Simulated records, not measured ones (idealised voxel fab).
This is a process module. Its name is voxel gate over fins.
We display cut, a cross-section 235 nm in width whose square cells are each 5 nm.
Bands, listed from the top down, are how a cross-section gets written in this document; the cross-section itself is a grid of square cells, and a band is one or more rows of them. For a band, the entry starts with two heights in nm, that of the top and then that of the bottom, and carries on with the band's materials in order from left to right, each alongside its width in nm; the word "all across" beside a single material means it fills the band edge to edge, and "blank" means empty space. Height datum 0, below which the as-received substrate wafer is one material. Lowest band open at the bottom, running downward: "0 and below". Width "30->40": first value at the band's top row of cells, second value at its bottom row, equal change from row to row. It should be understood that the words "stayed the same", when stated for a given step, signify that the cross-section underwent no change in any of its cells during that step. The entry titled "Closed void inventory" provides the empty spaces that have no open way to the top, restricted to those of 8 cells or more. Each is presented as width x height at distance, the distance being measured from the left edge, with all three in nm. What comes after the settings on a step's line is commentary from the simulator itself on that step. overlay nm: for a step with a mask, the amount by which the mask lay right of where it was planned; a negative amount means left of it.

[Process steps (planned)]
1,RECEIVE: material Si
2,CONFORMAL_DEP: material SiN, thk nm 10
3,MASKED_ETCH: tone cover, mask id FINS, width nm 15, pitch nm 35, etch materials SiN, depth nm 10, overlay nm 0
4,MASKED_ETCH: tone cover, mask id FINS, width nm 15, pitch nm 35, etch materials Si, depth nm 35, overlay nm 0
5,FILL_DEP: material SiO2, thk nm 15
6,CMP: height nm 10
7,SELECTIVE_ETCH: etch materials SiO2, depth nm 20
8,STRIP: etch materials SiN
9,CONFORMAL_DEP: material HfO2, thk nm 5
10,CONFORMAL_DEP: material TiN, thk nm 5
11,FILL_DEP: material W, thk nm 15
12,CMP: height nm 20
13,CONFORMAL_DEP: material SiCN, thk nm 5

[First out of two wafers; run went to plan]

[as received, after step 1]
    0 and below = Si all across
    Closed void inventory: none

[Wafer after step 2 (cross-section)]
    10 down to 0 = SiN all across
    For the remainder of the cross-section, below 0, there is no change.

[Wafer after step 3 (cross-section)]
    10 down to 0 = 90 of blank  15 of SiN  20 of blank  15 of SiN  95 of blank
    For the remainder of the cross-section, below 0, there is no change.

[Wafer after step 4 (cross-section)]
    10 down to 0 = 90 of blank  15 of SiN  20 of blank  15 of SiN  95 of blank
    0 down to -35 = 90 of blank  15 of Si  20 of blank  15 of Si  95 of blank
    For the remainder of the cross-section, below -35, there is no change.

[Wafer after step 5 (cross-section)]
    25 down to 10 = SiO2 all across
    10 down to 0 = 90 of SiO2  15 of SiN  20 of SiO2  15 of SiN  95 of SiO2
    0 down to -35 = 90 of SiO2  15 of Si  20 of SiO2  15 of Si  95 of SiO2
    For the remainder of the cross-section, below -35, there is no change.

[Wafer after step 6 (cross-section)]
    10 down to 0 = 90 of SiO2  15 of SiN  20 of SiO2  15 of SiN  95 of SiO2
    For the remainder of the cross-section, below 0, there is no change.

[Wafer after step 7 (cross-section)]
    10 down to 0 = 90 of blank  15 of SiN  20 of blank  15 of SiN  95 of blank
    0 down to -10 = 90 of blank  15 of Si  20 of blank  15 of Si  95 of blank
    For the remainder of the cross-section, below -10, there is no change.

[Wafer after step 8 (cross-section)]
    0 down to -10 = 90 of blank  15 of Si  20 of blank  15 of Si  95 of blank
    For the remainder of the cross-section, below -10, there is no change.

[Wafer after step 9 (cross-section)]
    5 down to 0 = 85 of blank  25 of HfO2  10 of blank  25 of HfO2  90 of blank
    0 down to -5 = 85 of blank  5 of HfO2  15 of Si  5 of HfO2  10 of blank  5 of HfO2  15 of Si  5 of HfO2  90 of blank
    -5 down to -10 = 90 of HfO2  15 of Si  20 of HfO2  15 of Si  95 of HfO2
    For the remainder of the cross-section, below -10, there is no change.

[Wafer after step 10 (cross-section)]
    10 down to 5 = 80 of blank  70 of TiN  85 of blank
    5 down to 0 = 80 of blank  5 of TiN  25 of HfO2  10 of TiN  25 of HfO2  5 of TiN  85 of blank
    0 down to -5 = 85 of TiN  5 of HfO2  15 of Si  5 of HfO2  10 of TiN  5 of HfO2  15 of Si  5 of HfO2  90 of TiN
    For the remainder of the cross-section, below -5, there is no change.

[Wafer after step 11 (cross-section)]
    25 down to 10 = W all across
    10 down to 5 = 80 of W  70 of TiN  85 of W
    5 down to 0 = 80 of W  5 of TiN  25 of HfO2  10 of TiN  25 of HfO2  5 of TiN  85 of W
    For the remainder of the cross-section, below 0, there is no change.

[Wafer after step 12 (cross-section)]
    20 down to 10 = W all across
    For the remainder of the cross-section, below 10, there is no change.

[Wafer after step 13 (cross-section)]
    25 down to 20 = SiCN all across
    For the remainder of the cross-section, below 20, there is no change.

[Second wafer, same starting conditions and recipe as the first, one mistake in executing it, nothing differs from the first up to and including step 8]

when step 9 should have ended: stayed the same

[when step 10 should have ended]
    5 down to 0 = 85 of blank  25 of TiN  10 of blank  25 of TiN  90 of blank
    0 down to -5 = 85 of blank  5 of TiN  15 of Si  5 of TiN  10 of blank  5 of TiN  15 of Si  5 of TiN  90 of blank
    -5 down to -10 = 90 of TiN  15 of Si  20 of TiN  15 of Si  95 of TiN
    For the remainder of the cross-section, below -10, there is no change.

[when step 11 should have ended]
    20 down to 5 = W all across
    5 down to 0 = 85 of W  25 of TiN  10 of W  25 of TiN  90 of W
    0 down to -5 = 85 of W  5 of TiN  15 of Si  5 of TiN  10 of W  5 of TiN  15 of Si  5 of TiN  90 of W
    For the remainder of the cross-section, below -5, there is no change.

when step 12 should have ended: stayed the same

[when step 13 should have ended]
    25 down to 20 = SiCN all across
    For the remainder of the cross-section, below 20, there is no change.
Want to know what went wrong? the run left out plan step 9 entirely, so it was never executed
End of process, cell counts, second wafer against first, materials with more or fewer: HfO2 -55 | W +55
